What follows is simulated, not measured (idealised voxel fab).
process module | voxel transistor to metal
cross-section cut | 260 nm wide | cells 5 nm
A cross-section is a grid of square cells, given in bands from the top down. A band is one or more rows of cells.
Each band's line starts with the height of the band's top and of its bottom, in nm. Then come its materials from left to right, each with its width in nm. One material with "throughout" fills the band from edge to edge. "air" is empty space.
Height 0 is the level under which the wafer as received is all one material. The lowest band goes on downwards, as in "0 down".
A width such as "30 to 40" changes by the same amount from each row of cells to the next, from the band's top row to its bottom row.
"no change" after a step means that no cell of the cross-section changed.
closed voids: empty space of 8 cells or more with no open way to the top, each as width x height at its distance from the left edge, in nm
after a step's settings: what the simulator itself notes on the step
overlay nm, on a step with a mask: how far to the right of its planned place the mask lay; to the left if negative
plan
1 op RECEIVE | material Si
2 op CONFORMAL_DEP | material SiO2 | thk nm 5
3 op CONFORMAL_DEP | material SiN | thk nm 15
4 op DIRECTIONAL_DEP | material aC | thk nm 15
5 op PATTERN | tone cover | mask id ACTIVE | material resist | width nm 105 | pitch nm 125 | thk nm 35 | overlay nm 0
6 op DIRECTIONAL_ETCH | etch materials aC | depth nm 15
7 op STRIP | etch materials resist
8 op DIRECTIONAL_ETCH | etch materials SiN | depth nm 15
9 op DIRECTIONAL_ETCH | etch materials SiO2 | depth nm 5
10 op DIRECTIONAL_ETCH | etch materials Si | depth nm 30
11 op STRIP | etch materials aC
12 op FILL_DEP | material SiO2 | thk nm 10
13 op CMP | height nm 20
14 op SELECTIVE_ETCH | etch materials SiO2 | depth nm 5
15 op STRIP | etch materials SiN
16 op SELECTIVE_ETCH | etch materials SiO2 | depth nm 5
17 op OXIDIZE | depth nm 5
18 op DIRECTIONAL_DEP | material polySi | thk nm 25
19 op DIRECTIONAL_DEP | material SiCN | thk nm 10
20 op MASKED_ETCH | tone cover | mask id GATE | width nm 15 | pitch nm 125 | etch materials SiCN | depth nm 20 | overlay nm 0
21 op MASKED_ETCH | tone cover | mask id GATE | width nm 15 | pitch nm 125 | etch materials polySi | depth nm 35 | overlay nm 0
22 op CONFORMAL_DEP | material SiN | thk nm 5
23 op DIRECTIONAL_ETCH | etch materials SiN | depth nm 5
24 op DIRECTIONAL_ETCH | etch materials SiO2 | depth nm 5
25 op EPI | material nSi | thk nm 5
26 op FILL_DEP | material SiO2 | thk nm 10
27 op CMP | height nm 35
28 op DIRECTIONAL_DEP | material SiO2 | thk nm 10
29 op DIRECTIONAL_DEP | material aC | thk nm 10
30 op PATTERN | tone open | mask id CONTACT | material resist | width nm 20 | thk nm 25 | overlay nm 0
31 op DIRECTIONAL_ETCH | etch materials aC | depth nm 10
32 op STRIP | etch materials resist
33 op DIRECTIONAL_ETCH | etch materials SiO2 | depth nm 45
34 op STRIP | etch materials aC
35 op CONFORMAL_DEP | material TiN | thk nm 5
36 op FILL_DEP | material W | thk nm 10
37 op CMP | height nm 45
38 op DIRECTIONAL_DEP | material TiN | thk nm 5
39 op DIRECTIONAL_DEP | material W | thk nm 20
40 op MASKED_ETCH | tone cover | mask id METAL_1 | width nm 20 | etch materials W | depth nm 20 | overlay nm 0
41 op MASKED_ETCH | tone cover | mask id METAL_1 | width nm 20 | etch materials TiN | depth nm 5 | overlay nm 0
42 op FILL_DEP | material lowk | thk nm 5
43 op CMP | height nm 70
44 op CONFORMAL_DEP | material SiCN | thk nm 5
45 op DIRECTIONAL_DEP | material SiO2 | thk nm 25
46 op PATTERN | tone open | mask id METAL_2 | material resist | width nm 20 | pitch nm 125 | thk nm 15 | overlay nm 0
47 op DIRECTIONAL_ETCH | etch materials SiO2 | depth nm 15
48 op STRIP | etch materials resist
49 op PATTERN | tone open | mask id METAL_2_HOLES | material resist | width nm 15 | pitch nm 125 | thk nm 20 | overlay nm 0
50 op DIRECTIONAL_ETCH | etch materials SiO2 | depth nm 10
51 op DIRECTIONAL_ETCH | etch materials SiCN | depth nm 5
52 op STRIP | etch materials resist
53 op CONFORMAL_DEP | material TiN | thk nm 5
54 op FILL_DEP | material Ru | thk nm 10
55 op CMP | height nm 100
56 op CONFORMAL_DEP | material SiN | thk nm 5
first wafer, as planned
as received, after step 1
  0 down: Si throughout
  closed voids: none
after step 2
  5 to 0: SiO2 throughout
  below 0: unchanged
after step 3
  20 to 5: SiN throughout
  below 5: unchanged
after step 4
  35 to 20: aC throughout
  below 20: unchanged
after step 5
  70 to 35: air 15 | resist 105 | air 20 | resist 105 | air 15
  below 35: unchanged
after step 6
  55 to 35: air 15 | resist 105 | air 20 | resist 105 | air 15
  35 to 20: air 15 | aC 105 | air 20 | aC 105 | air 15
  below 20: unchanged
after step 7
  35 to 20: air 15 | aC 105 | air 20 | aC 105 | air 15
  below 20: unchanged
after step 8
  35 to 20: air 15 | aC 105 | air 20 | aC 105 | air 15
  20 to 5: air 15 | SiN 105 | air 20 | SiN 105 | air 15
  below 5: unchanged
after step 9
  35 to 20: air 15 | aC 105 | air 20 | aC 105 | air 15
  20 to 5: air 15 | SiN 105 | air 20 | SiN 105 | air 15
  5 to 0: air 15 | SiO2 105 | air 20 | SiO2 105 | air 15
  below 0: unchanged
after step 10
  35 to 20: air 15 | aC 105 | air 20 | aC 105 | air 15
  20 to 5: air 15 | SiN 105 | air 20 | SiN 105 | air 15
  5 to 0: air 15 | SiO2 105 | air 20 | SiO2 105 | air 15
  0 to -30: air 15 | Si 105 | air 20 | Si 105 | air 15
  below -30: unchanged
after step 11
  20 to 5: air 15 | SiN 105 | air 20 | SiN 105 | air 15
  below 5: unchanged
after step 12
  30 to 20: SiO2 throughout
  20 to 5: SiO2 15 | SiN 105 | SiO2 20 | SiN 105 | SiO2 15
  5 to 0: SiO2 throughout
  0 to -30: SiO2 15 | Si 105 | SiO2 20 | Si 105 | SiO2 15
  below -30: unchanged
after step 13
  20 to 5: SiO2 15 | SiN 105 | SiO2 20 | SiN 105 | SiO2 15
  below 5: unchanged
after step 14
  20 to 15: air 15 | SiN 105 | air 20 | SiN 105 | air 15
  below 15: unchanged
after step 15
  15 to 5: SiO2 15 | air 105 | SiO2 20 | air 105 | SiO2 15
  below 5: unchanged
after step 16
  10 to 0: SiO2 10 | air 115 | SiO2 10 | air 115 | SiO2 10
  below 0: unchanged
after step 17
  10 to 0: SiO2 10 | air 115 | SiO2 10 | air 115 | SiO2 10
  0 to -5: SiO2 throughout
  below -5: unchanged
after step 18
  35 to 25: polySi 10 | air 115 | polySi 10 | air 115 | polySi 10
  25 to 10: polySi throughout
  10 to 0: SiO2 10 | polySi 115 | SiO2 10 | polySi 115 | SiO2 10
  below 0: unchanged
after step 19
  45 to 35: SiCN 10 | air 115 | SiCN 10 | air 115 | SiCN 10
  35 to 25: polySi 10 | SiCN 115 | polySi 10 | SiCN 115 | polySi 10
  below 25: unchanged
after step 20
  35 to 25: polySi 10 | air 50 | SiCN 15 | air 50 | polySi 10 | air 50 | SiCN 15 | air 50 | polySi 10
  below 25: unchanged
after step 21
  35 to 25: air 60 | SiCN 15 | air 110 | SiCN 15 | air 60
  25 to 10: air 60 | polySi 15 | air 110 | polySi 15 | air 60
  10 to 0: SiO2 10 | air 50 | polySi 15 | air 50 | SiO2 10 | air 50 | polySi 15 | air 50 | SiO2 10
  below 0: unchanged
after step 22
  40 to 35: air 55 | SiN 25 | air 100 | SiN 25 | air 55
  35 to 25: air 55 | SiN 5 | SiCN 15 | SiN 5 | air 100 | SiN 5 | SiCN 15 | SiN 5 | air 55
  25 to 15: air 55 | SiN 5 | polySi 15 | SiN 5 | air 100 | SiN 5 | polySi 15 | SiN 5 | air 55
  15 to 10: SiN 15 | air 40 | SiN 5 | polySi 15 | SiN 5 | air 40 | SiN 20 | air 40 | SiN 5 | polySi 15 | SiN 5 | air 40 | SiN 15
  10 to 5: SiO2 10 | SiN 5 | air 40 | SiN 5 | polySi 15 | SiN 5 | air 40 | SiN 5 | SiO2 10 | SiN 5 | air 40 | SiN 5 | polySi 15 | SiN 5 | air 40 | SiN 5 | SiO2 10
  5 to 0: SiO2 10 | SiN 50 | polySi 15 | SiN 50 | SiO2 10 | SiN 50 | polySi 15 | SiN 50 | SiO2 10
  below 0: unchanged
after step 23
  35 to 25: air 55 | SiN 5 | SiCN 15 | SiN 5 | air 100 | SiN 5 | SiCN 15 | SiN 5 | air 55
  25 to 10: air 55 | SiN 5 | polySi 15 | SiN 5 | air 100 | SiN 5 | polySi 15 | SiN 5 | air 55
  10 to 0: SiO2 10 | SiN 5 | air 40 | SiN 5 | polySi 15 | SiN 5 | air 40 | SiN 5 | SiO2 10 | SiN 5 | air 40 | SiN 5 | polySi 15 | SiN 5 | air 40 | SiN 5 | SiO2 10
  below 0: unchanged
after step 24
  35 to 25: air 55 | SiN 5 | SiCN 15 | SiN 5 | air 100 | SiN 5 | SiCN 15 | SiN 5 | air 55
  25 to 10: air 55 | SiN 5 | polySi 15 | SiN 5 | air 100 | SiN 5 | polySi 15 | SiN 5 | air 55
  10 to 5: air 10 | SiN 5 | air 40 | SiN 5 | polySi 15 | SiN 5 | air 40 | SiN 5 | air 10 | SiN 5 | air 40 | SiN 5 | polySi 15 | SiN 5 | air 40 | SiN 5 | air 10
  5 to 0: SiO2 10 | SiN 5 | air 40 | SiN 5 | polySi 15 | SiN 5 | air 40 | SiN 5 | SiO2 10 | SiN 5 | air 40 | SiN 5 | polySi 15 | SiN 5 | air 40 | SiN 5 | SiO2 10
  0 to -5: SiO2 15 | air 40 | SiO2 25 | air 40 | SiO2 20 | air 40 | SiO2 25 | air 40 | SiO2 15
  below -5: unchanged
after step 25
  35 to 25: air 55 | SiN 5 | SiCN 15 | SiN 5 | air 100 | SiN 5 | SiCN 15 | SiN 5 | air 55
  25 to 10: air 55 | SiN 5 | polySi 15 | SiN 5 | air 100 | SiN 5 | polySi 15 | SiN 5 | air 55
  10 to 5: air 10 | SiN 5 | air 40 | SiN 5 | polySi 15 | SiN 5 | air 40 | SiN 5 | air 10 | SiN 5 | air 40 | SiN 5 | polySi 15 | SiN 5 | air 40 | SiN 5 | air 10
  5 to 0: SiO2 10 | SiN 5 | air 40 | SiN 5 | polySi 15 | SiN 5 | air 40 | SiN 5 | SiO2 10 | SiN 5 | air 40 | SiN 5 | polySi 15 | SiN 5 | air 40 | SiN 5 | SiO2 10
  0 to -5: SiO2 15 | nSi 40 | SiO2 25 | nSi 40 | SiO2 20 | nSi 40 | SiO2 25 | nSi 40 | SiO2 15
  below -5: unchanged
after step 26
  45 to 35: SiO2 throughout
  35 to 25: SiO2 55 | SiN 5 | SiCN 15 | SiN 5 | SiO2 100 | SiN 5 | SiCN 15 | SiN 5 | SiO2 55
  25 to 10: SiO2 55 | SiN 5 | polySi 15 | SiN 5 | SiO2 100 | SiN 5 | polySi 15 | SiN 5 | SiO2 55
  10 to 0: SiO2 10 | SiN 5 | SiO2 40 | SiN 5 | polySi 15 | SiN 5 | SiO2 40 | SiN 5 | SiO2 10 | SiN 5 | SiO2 40 | SiN 5 | polySi 15 | SiN 5 | SiO2 40 | SiN 5 | SiO2 10
  below 0: unchanged
after step 27
  35 to 25: SiO2 55 | SiN 5 | SiCN 15 | SiN 5 | SiO2 100 | SiN 5 | SiCN 15 | SiN 5 | SiO2 55
  below 25: unchanged
after step 28
  45 to 35: SiO2 throughout
  below 35: unchanged
after step 29
  55 to 45: aC throughout
  below 45: unchanged
after step 30
  80 to 55: resist 20 | air 20 | resist 55 | air 20 | resist 30 | air 20 | resist 55 | air 20 | resist 20
  below 55: unchanged
after step 31
  70 to 55: resist 20 | air 20 | resist 55 | air 20 | resist 30 | air 20 | resist 55 | air 20 | resist 20
  55 to 45: aC 20 | air 20 | aC 55 | air 20 | aC 30 | air 20 | aC 55 | air 20 | aC 20
  below 45: unchanged
after step 32
  55 to 45: aC 20 | air 20 | aC 55 | air 20 | aC 30 | air 20 | aC 55 | air 20 | aC 20
  below 45: unchanged
after step 33
  55 to 45: aC 20 | air 20 | aC 55 | air 20 | aC 30 | air 20 | aC 55 | air 20 | aC 20
  45 to 35: SiO2 20 | air 20 | SiO2 55 | air 20 | SiO2 30 | air 20 | SiO2 55 | air 20 | SiO2 20
  35 to 25: SiO2 20 | air 20 | SiO2 15 | SiN 5 | SiCN 15 | SiN 5 | SiO2 15 | air 20 | SiO2 30 | air 20 | SiO2 15 | SiN 5 | SiCN 15 | SiN 5 | SiO2 15 | air 20 | SiO2 20
  25 to 10: SiO2 20 | air 20 | SiO2 15 | SiN 5 | polySi 15 | SiN 5 | SiO2 15 | air 20 | SiO2 30 | air 20 | SiO2 15 | SiN 5 | polySi 15 | SiN 5 | SiO2 15 | air 20 | SiO2 20
  10 to 0: SiO2 10 | SiN 5 | SiO2 5 | air 20 | SiO2 15 | SiN 5 | polySi 15 | SiN 5 | SiO2 15 | air 20 | SiO2 5 | SiN 5 | SiO2 10 | SiN 5 | SiO2 5 | air 20 | SiO2 15 | SiN 5 | polySi 15 | SiN 5 | SiO2 15 | air 20 | SiO2 5 | SiN 5 | SiO2 10
  below 0: unchanged
after step 34
  45 to 35: SiO2 20 | air 20 | SiO2 55 | air 20 | SiO2 30 | air 20 | SiO2 55 | air 20 | SiO2 20
  below 35: unchanged
after step 35
  50 to 45: TiN 25 | air 10 | TiN 65 | air 10 | TiN 40 | air 10 | TiN 65 | air 10 | TiN 25
  45 to 35: SiO2 20 | TiN 5 | air 10 | TiN 5 | SiO2 55 | TiN 5 | air 10 | TiN 5 | SiO2 30 | TiN 5 | air 10 | TiN 5 | SiO2 55 | TiN 5 | air 10 | TiN 5 | SiO2 20
  35 to 25: SiO2 20 | TiN 5 | air 10 | TiN 5 | SiO2 15 | SiN 5 | SiCN 15 | SiN 5 | SiO2 15 | TiN 5 | air 10 | TiN 5 | SiO2 30 | TiN 5 | air 10 | TiN 5 | SiO2 15 | SiN 5 | SiCN 15 | SiN 5 | SiO2 15 | TiN 5 | air 10 | TiN 5 | SiO2 20
  25 to 10: SiO2 20 | TiN 5 | air 10 | TiN 5 | SiO2 15 | SiN 5 | polySi 15 | SiN 5 | SiO2 15 | TiN 5 | air 10 | TiN 5 | SiO2 30 | TiN 5 | air 10 | TiN 5 | SiO2 15 | SiN 5 | polySi 15 | SiN 5 | SiO2 15 | TiN 5 | air 10 | TiN 5 | SiO2 20
  10 to 5: SiO2 10 | SiN 5 | SiO2 5 | TiN 5 | air 10 | TiN 5 | SiO2 15 | SiN 5 | polySi 15 | SiN 5 | SiO2 15 | TiN 5 | air 10 | TiN 5 | SiO2 5 | SiN 5 | SiO2 10 | SiN 5 | SiO2 5 | TiN 5 | air 10 | TiN 5 | SiO2 15 | SiN 5 | polySi 15 | SiN 5 | SiO2 15 | TiN 5 | air 10 | TiN 5 | SiO2 5 | SiN 5 | SiO2 10
  5 to 0: SiO2 10 | SiN 5 | SiO2 5 | TiN 20 | SiO2 15 | SiN 5 | polySi 15 | SiN 5 | SiO2 15 | TiN 20 | SiO2 5 | SiN 5 | SiO2 10 | SiN 5 | SiO2 5 | TiN 20 | SiO2 15 | SiN 5 | polySi 15 | SiN 5 | SiO2 15 | TiN 20 | SiO2 5 | SiN 5 | SiO2 10
  below 0: unchanged
after step 36
  60 to 50: W throughout
  50 to 45: TiN 25 | W 10 | TiN 65 | W 10 | TiN 40 | W 10 | TiN 65 | W 10 | TiN 25
  45 to 35: SiO2 20 | TiN 5 | W 10 | TiN 5 | SiO2 55 | TiN 5 | W 10 | TiN 5 | SiO2 30 | TiN 5 | W 10 | TiN 5 | SiO2 55 | TiN 5 | W 10 | TiN 5 | SiO2 20
  35 to 25: SiO2 20 | TiN 5 | W 10 | TiN 5 | SiO2 15 | SiN 5 | SiCN 15 | SiN 5 | SiO2 15 | TiN 5 | W 10 | TiN 5 | SiO2 30 | TiN 5 | W 10 | TiN 5 | SiO2 15 | SiN 5 | SiCN 15 | SiN 5 | SiO2 15 | TiN 5 | W 10 | TiN 5 | SiO2 20
  25 to 10: SiO2 20 | TiN 5 | W 10 | TiN 5 | SiO2 15 | SiN 5 | polySi 15 | SiN 5 | SiO2 15 | TiN 5 | W 10 | TiN 5 | SiO2 30 | TiN 5 | W 10 | TiN 5 | SiO2 15 | SiN 5 | polySi 15 | SiN 5 | SiO2 15 | TiN 5 | W 10 | TiN 5 | SiO2 20
  10 to 5: SiO2 10 | SiN 5 | SiO2 5 | TiN 5 | W 10 | TiN 5 | SiO2 15 | SiN 5 | polySi 15 | SiN 5 | SiO2 15 | TiN 5 | W 10 | TiN 5 | SiO2 5 | SiN 5 | SiO2 10 | SiN 5 | SiO2 5 | TiN 5 | W 10 | TiN 5 | SiO2 15 | SiN 5 | polySi 15 | SiN 5 | SiO2 15 | TiN 5 | W 10 | TiN 5 | SiO2 5 | SiN 5 | SiO2 10
  below 5: unchanged
after step 37
  45 to 35: SiO2 20 | TiN 5 | W 10 | TiN 5 | SiO2 55 | TiN 5 | W 10 | TiN 5 | SiO2 30 | TiN 5 | W 10 | TiN 5 | SiO2 55 | TiN 5 | W 10 | TiN 5 | SiO2 20
  below 35: unchanged
after step 38
  50 to 45: TiN throughout
  below 45: unchanged
after step 39
  70 to 50: W throughout
  below 50: unchanged
after step 40
  70 to 50: air 20 | W 20 | air 55 | W 20 | air 30 | W 20 | air 55 | W 20 | air 20
  below 50: unchanged
after step 41
  70 to 50: air 20 | W 20 | air 55 | W 20 | air 30 | W 20 | air 55 | W 20 | air 20
  50 to 45: air 20 | TiN 20 | air 55 | TiN 20 | air 30 | TiN 20 | air 55 | TiN 20 | air 20
  below 45: unchanged
after step 42
  75 to 70: lowk throughout
  70 to 50: lowk 20 | W 20 | lowk 55 | W 20 | lowk 30 | W 20 | lowk 55 | W 20 | lowk 20
  50 to 45: lowk 20 | TiN 20 | lowk 55 | TiN 20 | lowk 30 | TiN 20 | lowk 55 | TiN 20 | lowk 20
  below 45: unchanged
after step 43
  70 to 50: lowk 20 | W 20 | lowk 55 | W 20 | lowk 30 | W 20 | lowk 55 | W 20 | lowk 20
  below 50: unchanged
after step 44
  75 to 70: SiCN throughout
  below 70: unchanged
after step 45
  100 to 75: SiO2 throughout
  below 75: unchanged
after step 46
  115 to 100: resist 20 | air 20 | resist 105 | air 20 | resist 95
  below 100: unchanged
after step 47
  115 to 100: resist 20 | air 20 | resist 105 | air 20 | resist 95
  100 to 85: SiO2 20 | air 20 | SiO2 105 | air 20 | SiO2 95
  below 85: unchanged
after step 48
  100 to 85: SiO2 20 | air 20 | SiO2 105 | air 20 | SiO2 95
  below 85: unchanged
after step 49
  120 to 100: resist 20 | air 15 | resist 110 | air 15 | resist 100
  100 to 85: SiO2 20 | air 15 | resist 5 | SiO2 105 | air 15 | resist 5 | SiO2 95
  below 85: unchanged
after step 50
  120 to 100: resist 20 | air 15 | resist 110 | air 15 | resist 100
  100 to 85: SiO2 20 | air 15 | resist 5 | SiO2 105 | air 15 | resist 5 | SiO2 95
  85 to 75: SiO2 20 | air 15 | SiO2 110 | air 15 | SiO2 100
  below 75: unchanged
after step 51
  120 to 100: resist 20 | air 15 | resist 110 | air 15 | resist 100
  100 to 85: SiO2 20 | air 15 | resist 5 | SiO2 105 | air 15 | resist 5 | SiO2 95
  85 to 75: SiO2 20 | air 15 | SiO2 110 | air 15 | SiO2 100
  75 to 70: SiCN 20 | air 15 | SiCN 110 | air 15 | SiCN 100
  below 70: unchanged
after step 52
  100 to 85: SiO2 20 | air 20 | SiO2 105 | air 20 | SiO2 95
  below 85: unchanged
after step 53
  105 to 100: TiN 25 | air 10 | TiN 115 | air 10 | TiN 100
  100 to 90: SiO2 20 | TiN 5 | air 10 | TiN 5 | SiO2 105 | TiN 5 | air 10 | TiN 5 | SiO2 95
  90 to 85: SiO2 20 | TiN 5 | air 5 | TiN 10 | SiO2 105 | TiN 5 | air 5 | TiN 10 | SiO2 95
  85 to 75: SiO2 20 | TiN 5 | air 5 | TiN 5 | SiO2 110 | TiN 5 | air 5 | TiN 5 | SiO2 100
  75 to 70: SiCN 20 | TiN 15 | SiCN 110 | TiN 15 | SiCN 100
  below 70: unchanged
after step 54
  115 to 105: Ru throughout
  105 to 100: TiN 25 | Ru 10 | TiN 115 | Ru 10 | TiN 100
  100 to 90: SiO2 20 | TiN 5 | Ru 10 | TiN 5 | SiO2 105 | TiN 5 | Ru 10 | TiN 5 | SiO2 95
  90 to 85: SiO2 20 | TiN 5 | Ru 5 | TiN 10 | SiO2 105 | TiN 5 | Ru 5 | TiN 10 | SiO2 95
  85 to 75: SiO2 20 | TiN 5 | Ru 5 | TiN 5 | SiO2 110 | TiN 5 | Ru 5 | TiN 5 | SiO2 100
  below 75: unchanged
after step 55
  100 to 90: SiO2 20 | TiN 5 | Ru 10 | TiN 5 | SiO2 105 | TiN 5 | Ru 10 | TiN 5 | SiO2 95
  below 90: unchanged
after step 56
  105 to 100: SiN throughout
  below 100: unchanged
second wafer: like start, like plan, one mistake. Through step 45 it matches the first wafer
when step 46 should have ended
  115 to 100: resist 25 | air 15 | resist 110 | air 15 | resist 95
  below 100: unchanged
when step 47 should have ended
  115 to 100: resist 25 | air 15 | resist 110 | air 15 | resist 95
  100 to 85: SiO2 25 | air 15 | SiO2 110 | air 15 | SiO2 95
  below 85: unchanged
when step 48 should have ended
  100 to 85: SiO2 25 | air 15 | SiO2 110 | air 15 | SiO2 95
  below 85: unchanged
when step 49 should have ended
  120 to 100: resist 20 | air 15 | resist 110 | air 15 | resist 100
  100 to 85: SiO2 25 | air 10 | resist 5 | SiO2 110 | air 10 | resist 5 | SiO2 95
  below 85: unchanged
when step 50 should have ended
  120 to 100: resist 20 | air 15 | resist 110 | air 15 | resist 100
  100 to 90: SiO2 20 | air 15 | resist 5 | SiO2 105 | air 15 | resist 5 | SiO2 95
  90 to 85: SiO2 25 | air 10 | resist 5 | SiO2 110 | air 10 | resist 5 | SiO2 95
  85 to 75: SiO2 25 | air 10 | SiO2 115 | air 10 | SiO2 100
  below 75: unchanged
when step 51 should have ended
  120 to 100: resist 20 | air 15 | resist 110 | air 15 | resist 100
  100 to 90: SiO2 20 | air 15 | resist 5 | SiO2 105 | air 15 | resist 5 | SiO2 95
  90 to 85: SiO2 25 | air 10 | resist 5 | SiO2 110 | air 10 | resist 5 | SiO2 95
  85 to 75: SiO2 25 | air 10 | SiO2 115 | air 10 | SiO2 100
  75 to 70: SiCN 25 | air 10 | SiCN 115 | air 10 | SiCN 100
  below 70: unchanged
when step 52 should have ended
  100 to 90: SiO2 20 | air 20 | SiO2 105 | air 20 | SiO2 95
  90 to 85: SiO2 25 | air 15 | SiO2 110 | air 15 | SiO2 95
  below 85: unchanged
when step 53 should have ended
  105 to 100: TiN 25 | air 10 | TiN 115 | air 10 | TiN 100
  100 to 90: SiO2 20 | TiN 5 to 10 | air 10 to 5 | TiN 5 | SiO2 105 | TiN 5 to 10 | air 10 to 5 | TiN 5 | SiO2 95
  90 to 85: SiO2 25 | TiN 15 | SiO2 110 | TiN 15 | SiO2 95
  85 to 75: SiO2 25 | TiN 10 | SiO2 115 | TiN 10 | SiO2 100
  75 to 70: SiCN 25 | TiN 10 | SiCN 115 | TiN 10 | SiCN 100
  below 70: unchanged
when step 54 should have ended
  115 to 105: Ru throughout
  105 to 100: TiN 25 | Ru 10 | TiN 115 | Ru 10 | TiN 100
  100 to 90: SiO2 20 | TiN 5 to 10 | Ru 10 to 5 | TiN 5 | SiO2 105 | TiN 5 to 10 | Ru 10 to 5 | TiN 5 | SiO2 95
  below 90: unchanged
when step 55 should have ended
  100 to 90: SiO2 20 | TiN 5 to 10 | Ru 10 to 5 | TiN 5 | SiO2 105 | TiN 5 to 10 | Ru 10 to 5 | TiN 5 | SiO2 95
  below 90: unchanged
when step 56 should have ended
  105 to 100: SiN throughout
  below 100: unchanged
what went wrong: step 46 ran as: op PATTERN | tone open | mask id METAL_2 | material resist | width nm 15 | pitch nm 125 | thk nm 15 | overlay nm 0
at the end the second wafer has, in cells: 8 fewer of Ru | 2 more of SiCN | 6 more of SiO2
